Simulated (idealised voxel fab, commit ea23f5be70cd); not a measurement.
process module | voxel plated lines
cross-section cut | 240 nm wide | cells 5 nm
A cross-section is a grid of square cells, given in bands from the top down. A band is one or more rows of cells.
Each band's line starts with the height of the band's top and of its bottom, in nm. Then come its materials from left to right, each with its width in nm. One material with "throughout" fills the band from edge to edge. "air" is empty space.
Height 0 is the level under which the wafer as received is all one material. The lowest band goes on downwards, as in "0 down".
A width such as "30 to 40" changes by the same amount from each row of cells to the next, from the band's top row to its bottom row.
"no change" after a step means that no cell of the cross-section changed.
closed voids: empty space of 8 cells or more with no open way to the top, each as width x height at its distance from the left edge, in nm
after a step's settings: what the simulator itself notes on the step
overlay nm, on a step with a mask: how far to the right of its planned place the mask lay; to the left if negative
plan
1 op RECEIVE | material Si
2 op CONFORMAL_DEP | material SiN | thk nm 5
3 op DIRECTIONAL_DEP | material TiN | thk nm 5
4 op PATTERN | tone open | mask id LINES | material resist | width nm 15 | pitch nm 35 | thk nm 35 | overlay nm 0
5 op EPI | material Ru | thk nm 5
6 op EPI | material Ru | thk nm 5
7 op EPI | material Ru | thk nm 10
8 op STRIP | etch materials resist
9 op DIRECTIONAL_ETCH | etch materials TiN | depth nm 5
10 op CONFORMAL_DEP | material SiCN | thk nm 5
first wafer, as planned
as received, after step 1
  0 down: Si throughout
  closed voids: none
after step 2
  5 to 0: SiN throughout
  below 0: unchanged
after step 3
  10 to 5: TiN throughout
  below 5: unchanged
after step 4
  45 to 10: resist 95 | air 15 | resist 20 | air 15 | resist 95
  below 10: unchanged
after step 5
  45 to 15: resist 95 | air 15 | resist 20 | air 15 | resist 95
  15 to 10: resist 95 | Ru 15 | resist 20 | Ru 15 | resist 95
  below 10: unchanged
after step 6
  45 to 20: resist 95 | air 15 | resist 20 | air 15 | resist 95
  20 to 10: resist 95 | Ru 15 | resist 20 | Ru 15 | resist 95
  below 10: unchanged
after step 7
  45 to 30: resist 95 | air 15 | resist 20 | air 15 | resist 95
  30 to 10: resist 95 | Ru 15 | resist 20 | Ru 15 | resist 95
  below 10: unchanged
after step 8
  30 to 10: air 95 | Ru 15 | air 20 | Ru 15 | air 95
  below 10: unchanged
after step 9
  30 to 10: air 95 | Ru 15 | air 20 | Ru 15 | air 95
  10 to 5: air 95 | TiN 15 | air 20 | TiN 15 | air 95
  below 5: unchanged
after step 10
  35 to 30: air 90 | SiCN 25 | air 10 | SiCN 25 | air 90
  30 to 10: air 90 | SiCN 5 | Ru 15 | SiCN 5 | air 10 | SiCN 5 | Ru 15 | SiCN 5 | air 90
  10 to 5: SiCN 95 | TiN 15 | SiCN 20 | TiN 15 | SiCN 95
  below 5: unchanged
second wafer: like start, like plan, one mistake. Through step 9 it matches the first wafer
when step 10 should have ended
  45 to 30: air 80 | SiCN 80 | air 80
  30 to 20: air 80 | SiCN 15 | Ru 15 | SiCN 20 | Ru 15 | SiCN 15 | air 80
  20 to 10: SiCN 95 | Ru 15 | SiCN 20 | Ru 15 | SiCN 95
  10 to 5: SiCN 95 | TiN 15 | SiCN 20 | TiN 15 | SiCN 95
  below 5: unchanged
what went wrong: step 10 ran as: op CONFORMAL_DEP | material SiCN | thk nm 15
at the end the second wafer has, in cells: 126 more of SiCN
